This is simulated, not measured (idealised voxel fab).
process module | voxel capacitor over wiring
For reference, the cross-section in this document is cut, with width 260 nm and square cells of 5 nm.
When this document writes out a cross-section, it uses a grid of square cells and lists it as bands, beginning at the top and moving down, with a band standing for one or more rows of cells. First you get the band's top height and its bottom height, in nm, and then the materials it's made of, left to right, with each width in nm. If you see a single material with "all across", that one covers the band edge to edge. "air" is empty space. Below 0: as-received wafer, all one material; heights counted from there. Lowest band: no bottom, goes on down, written "0 nm and below". Note: "30 to 40" means the width goes from the first number (top row of the band) to the second number (bottom row) in equal steps per row of cells. "nothing different" means the step left every cell of the cross-section as it was. Entry "Closed internal cavities". Content: empty spaces with no open connection to the top, size 8 cells or greater. Each: width x height at distance. Distance: from left edge. Unit: nm. On each step's line, the part that comes after the settings is the simulator's own comment on the step. Regarding "overlay nm": on a step with a mask, it is the distance the mask lay to the right of its planned place; a negative value places it to the left.
**Set out below are the planned steps of the process**
1) RECEIVE: material Si
2) CONFORMAL_DEP: material SiO2, thk nm 10
3) DIRECTIONAL_DEP: material TiN, thk nm 5
4) DIRECTIONAL_DEP: material W, thk nm 15
5) MASKED_ETCH: tone cover, mask id METAL_1, width nm 30, pitch nm 100, etch materials W, depth nm 15, overlay nm 0
6) MASKED_ETCH: tone cover, mask id METAL_1, width nm 30, pitch nm 100, etch materials TiN, depth nm 5, overlay nm 0
7) CONFORMAL_DEP: material SiN, thk nm 5
8) FILL_DEP: material lowk, thk nm 10
9) CMP: height nm 30
10) CONFORMAL_DEP: material SiCN, thk nm 5
11) DIRECTIONAL_DEP: material lowk, thk nm 15
12) MASKED_ETCH: tone open, mask id PLUG_1, width nm 15, etch materials lowk, depth nm 15, overlay nm 0
13) MASKED_ETCH: tone open, mask id PLUG_1, width nm 15, etch materials SiCN, depth nm 5, overlay nm 0
14) EPI: material Ru, thk nm 10
15) EPI: material Ru, thk nm 10
16) DIRECTIONAL_DEP: material TiN, thk nm 5
17) DIRECTIONAL_DEP: material HfO2, thk nm 5
18) DIRECTIONAL_DEP: material TiN, thk nm 10
19) DIRECTIONAL_DEP: material aC, thk nm 15
20) PATTERN: tone cover, mask id UPPER_PLATE, material resist, width nm 75, thk nm 35, overlay nm 0
21) DIRECTIONAL_ETCH: etch materials aC, depth nm 15
22) STRIP: etch materials resist
23) DIRECTIONAL_ETCH: etch materials TiN, depth nm 10
24) DIRECTIONAL_ETCH: etch materials HfO2, depth nm 5
25) STRIP: etch materials aC
26) DIRECTIONAL_DEP: material aC, thk nm 15
27) PATTERN: tone cover, mask id LOWER_PLATE, material resist, width nm 85, thk nm 30, overlay nm 0
28) DIRECTIONAL_ETCH: etch materials aC, depth nm 15
29) STRIP: etch materials resist
30) DIRECTIONAL_ETCH: etch materials TiN, depth nm 5
31) STRIP: etch materials aC
32) FILL_DEP: material SiO2, thk nm 15
33) CMP: height nm 80
34) DIRECTIONAL_DEP: material aC, thk nm 10
35) PATTERN: tone open, mask id PLUG_2, material resist, width nm 15, thk nm 25, overlay nm 0
36) DIRECTIONAL_ETCH: etch materials aC, depth nm 10
37) STRIP: etch materials resist
38) DIRECTIONAL_ETCH: etch materials SiO2, depth nm 10
39) STRIP: etch materials aC
40) CONFORMAL_DEP: material TiN, thk nm 5
41) FILL_DEP: material Cu, thk nm 5
42) CMP: height nm 80
43) CONFORMAL_DEP: material SiN, thk nm 5
**As received (post step 1): cross-section**
* 0 nm and below  Si all across
* Closed internal cavities: none
**Below is the wafer in cross-section after the module was completed. It began from the starting point shown above and followed the plan shown above, except that one mistake was made while running it**
* 85 nm to 80 nm  SiN all across
* 80 nm to 70 nm  SiO2 80 nm / TiN 75 nm / SiO2 105 nm
* 70 nm to 65 nm  SiO2 80 nm / HfO2 75 nm / SiO2 105 nm
* 65 nm to 55 nm  HfO2 all across
* 55 nm to 50 nm  TiN all across
* 50 nm to 35 nm  lowk 80 nm / Ru 15 nm / lowk 165 nm
* 35 nm to 30 nm  SiCN 80 nm / Ru 15 nm / SiCN 165 nm
* 30 nm to 15 nm  lowk 60 nm / SiN 5 nm / W 30 nm / SiN 5 nm / lowk 60 nm / SiN 5 nm / W 30 nm / SiN 5 nm / lowk 60 nm
* 15 nm to 10 nm  SiN 65 nm / TiN 30 nm / SiN 70 nm / TiN 30 nm / SiN 65 nm
* 10 nm to 0 nm  SiO2 all across
* 0 nm and below  Si all across
* Closed internal cavities: none
Plan not followed: note that step 17 departed from the planned setting and was carried out as DIRECTIONAL_DEP: material HfO2, thk nm 15
